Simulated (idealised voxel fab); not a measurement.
You're looking at the process module voxel released beams.
The cross-section on display is named cut; it measures 230 nm wide, and its cells are 5 nm squares.
Cross-section spec: square-cell grid; bands listed top down; each band is one or more rows. Heads up on the band format: heights come first, top then bottom, in nm. After that it's the materials left to right, each with its width in nm. A single material flagged "throughout" fills the whole band edge to edge, and "air" means there's empty space there. Height is counted from the level 0, under which the received wafer is composed throughout of one material. The lowest of the bands is not closed at the bottom but continues downward, in the notation "0..down". Graded width ("30..40"): value in top row of band = first number; value in bottom row = second number; row-to-row change constant. The designation "left unchanged", where it is given for a processing step, indicates that no cell of the cross-section was altered in the course of that step. Reported under the label "Sealed void inventory" are the empty spaces having no open way to the top and comprising 8 cells or more; the notation for each is width x height at distance, in which the distance is measured from the left edge and all three values are in nm. The remark found on a step's line after its settings is issued by the simulator itself and pertains to that step. The "overlay nm" setting may appear on a step's line; for a step that uses a mask, it gives how far to the right of its planned position the mask lay, and a negative value indicates the left.
Process steps (planned):
step 1: op RECEIVE | material Si
step 2: op CONFORMAL_DEP | material SiN | thk nm 5
step 3: op DIRECTIONAL_DEP | material SiO2 | thk nm 10
step 4: op PATTERN | tone open | mask id ANCHOR | material resist | width nm 25 | thk nm 20 | overlay nm 0
step 5: op DIRECTIONAL_ETCH | etch materials SiO2 | depth nm 10
step 6: op STRIP | etch materials resist
step 7: op CONFORMAL_DEP | material polySi | thk nm 10
step 8: op DIRECTIONAL_DEP | material aC | thk nm 10
step 9: op PATTERN | tone cover | mask id BEAM | material resist | width nm 95 | thk nm 30 | overlay nm 0
step 10: op DIRECTIONAL_ETCH | etch materials aC | depth nm 10
step 11: op STRIP | etch materials resist
step 12: op DIRECTIONAL_ETCH | etch materials polySi | depth nm 10
step 13: op STRIP | etch materials aC
step 14: op STRIP | etch materials SiO2
Cross-section of the wafer upon arrival, representing the state reached after step 1:
- 0..down  Si throughout
- Sealed void inventory: none
Here's the cross-section of the first of our two wafers at the end of the module - it ran as planned:
- 25..15  65 of air  15 of polySi  5 of air  75 of polySi  70 of air
- 15..5  70 of air  25 of polySi  135 of air
- 5..0  SiN throughout
- 0..down  Si throughout
- Sealed void inventory: none
Second of two wafers, module complete, sectioned: it shares the first wafer's start and plan but was run with one mistake:
- 30..20  65 of air  95 of polySi  70 of air
- 20..15  polySi throughout
- 15..5  70 of SiO2  25 of polySi  135 of SiO2
- 5..0  SiN throughout
- 0..down  Si throughout
- Sealed void inventory: none
Deviation from plan: step 7 did not happen as planned, as run it was op CONFORMAL_DEP | material polySi | thk nm 15
Per the end-of-run cell counts, the second wafer holds more or fewer of some materials than the first: 82 more of SiO2 | 48 more of polySi
